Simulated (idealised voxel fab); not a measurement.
Proc. module: voxel self aligned contacts
Cross-sectional view cut (width: 205 nm; square cell size: 5 nm).
Each cross-section below is a grid of square cells, stated as bands in top-down order, with one or more rows of cells making up each band.
It is stipulated that each band's entry specify, in nanometres, the height of the top of the band and then that of its bottom, followed by the materials of the band in left-to-right sequence, each together with its width in nanometres. A single material marked by the word "everywhere" is understood to fill the band from edge to edge; the word "blank" is understood to denote empty space.
Note: height 0 marks the level under which the wafer is uniformly one material as received. Lowest band unbounded below, written "0 nm and below".
Top row gets the first number, bottom row gets the second, and each row in between changes by the same step: that is how a band width like "30..40" works.
"remained unchanged" for a step: no cell of the cross-section changed in that step.
Entry "Voids lacking openings". Content: empty spaces with no open connection to the top, size 8 cells or greater. Each: width x height at distance. Distance: from left edge. Unit: nm.
On each step's line, the part that comes after the settings is the simulator's own comment on the step.
What "overlay nm" on a step's line means: if the step has a mask, that mask lay this far to the right of its planned place, or, when the value is negative, to the left.

-- Process steps foreseen in the plan
1 RECEIVE,material Si
2 CONFORMAL_DEP,material SiO2,thk nm 5
3 DIRECTIONAL_DEP,material polySi,thk nm 25
4 DIRECTIONAL_DEP,material SiN,thk nm 20
5 MASKED_ETCH,tone cover,mask id GATE,width nm 25,pitch nm 60,etch materials SiN,depth nm 20,overlay nm 0
6 MASKED_ETCH,tone cover,mask id GATE,width nm 25,pitch nm 60,etch materials polySi,depth nm 25,overlay nm 0
7 CONFORMAL_DEP,material SiN,thk nm 10
8 DIRECTIONAL_ETCH,etch materials SiN,depth nm 10
9 FILL_DEP,material SiO2,thk nm 10
10 CMP,height nm 55
11 DIRECTIONAL_DEP,material aC,thk nm 10
12 PATTERN,tone open,mask id CONTACT,material resist,width nm 45,pitch nm 60,thk nm 30,overlay nm 0
13 DIRECTIONAL_ETCH,etch materials aC,depth nm 10
14 STRIP,etch materials resist
15 DIRECTIONAL_ETCH,etch materials SiO2,depth nm 55
16 STRIP,etch materials aC
17 CONFORMAL_DEP,material TiN,thk nm 5
18 FILL_DEP,material Ru,thk nm 5
19 CMP,height nm 55
20 CONFORMAL_DEP,material SiN,thk nm 5

-- As received (post step 1): cross-section
- 0 nm and below: Si everywhere
- Voids lacking openings: none

-- The plan above was carried out on the starting structure above with one mistake, and this cross-section shows the wafer at the end of the module
- 60 nm to 55 nm: SiN everywhere
- 55 nm to 50 nm: 15 nm Ru  35 nm TiN  45 nm SiO2  15 nm TiN  45 nm SiO2  35 nm TiN  15 nm Ru
- 50 nm to 30 nm: 15 nm Ru  5 nm TiN  45 nm SiN  15 nm SiO2  45 nm SiN  15 nm SiO2  45 nm SiN  5 nm TiN  15 nm Ru
- 30 nm to 5 nm: 15 nm Ru  5 nm TiN  10 nm SiN  25 nm polySi  10 nm SiN  15 nm SiO2  10 nm SiN  25 nm polySi  10 nm SiN  15 nm SiO2  10 nm SiN  25 nm polySi  10 nm SiN  5 nm TiN  15 nm Ru
- 5 nm to 0 nm: 20 nm TiN  165 nm SiO2  20 nm TiN
- 0 nm and below: Si everywhere
- Voids lacking openings: none
what went wrong: step 12 ran differently from the plan; actual operation with settings: PATTERN,tone cover,mask id CONTACT,material resist,width nm 45,pitch nm 60,thk nm 30,overlay nm 0
